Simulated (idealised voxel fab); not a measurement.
process module | voxel plated lines
cross-section cut | 285 nm wide | cells 5 nm
A cross-section is a grid of square cells, given in bands from the top down. A band is one or more rows of cells.
Each band's line starts with the height of the band's top and of its bottom, in nm. Then come its materials from left to right, each with its width in nm. One material with "throughout" fills the band from edge to edge. "air" is empty space.
Height 0 is the level under which the wafer as received is all one material. The lowest band goes on downwards, as in "0 down".
A width such as "30 to 40" changes by the same amount from each row of cells to the next, from the band's top row to its bottom row.
"no change" after a step means that no cell of the cross-section changed.
closed voids: empty space of 8 cells or more with no open way to the top, each as width x height at its distance from the left edge, in nm
after a step's settings: what the simulator itself notes on the step
overlay nm, on a step with a mask: how far to the right of its planned place the mask lay; to the left if negative
plan
1 op RECEIVE | material Si
2 op CONFORMAL_DEP | material SiN | thk nm 10
3 op DIRECTIONAL_DEP | material TiN | thk nm 5
4 op PATTERN | tone open | mask id LINES | material resist | width nm 30 | pitch nm 60 | thk nm 15 | overlay nm 0
5 op EPI | material Ru | thk nm 10
6 op STRIP | etch materials resist
7 op DIRECTIONAL_ETCH | etch materials TiN | depth nm 5
8 op CONFORMAL_DEP | material SiN | thk nm 10
as received, after step 1
  0 down: Si throughout
  closed voids: none
first wafer at the end, as planned
  35 to 25: air 85 | SiN 50 | air 10 | SiN 50 | air 90
  25 to 20: air 85 | SiN 10 | Ru 30 | SiN 10 | air 10 | SiN 10 | Ru 30 | SiN 10 | air 90
  20 to 15: SiN 95 | Ru 30 | SiN 30 | Ru 30 | SiN 100
  15 to 10: SiN 95 | TiN 30 | SiN 30 | TiN 30 | SiN 100
  10 to 0: SiN throughout
  0 down: Si throughout
  closed voids: none
second wafer at the end: like start, like plan, one mistake
  35 to 25: air 95 | SiN 50 | air 10 | SiN 50 | air 80
  25 to 20: air 95 | SiN 10 | Ru 30 | SiN 10 | air 10 | SiN 10 | Ru 30 | SiN 10 | air 80
  20 to 15: SiN 105 | Ru 30 | SiN 30 | Ru 30 | SiN 90
  15 to 10: SiN 105 | TiN 30 | SiN 30 | TiN 30 | SiN 90
  10 to 0: SiN throughout
  0 down: Si throughout
  closed voids: none
what went wrong: step 4 ran as: op PATTERN | tone open | mask id LINES | material resist | width nm 30 | pitch nm 60 | thk nm 15 | overlay nm 10
at the end the second wafer has, in cells: as many of each material as the first, in other places
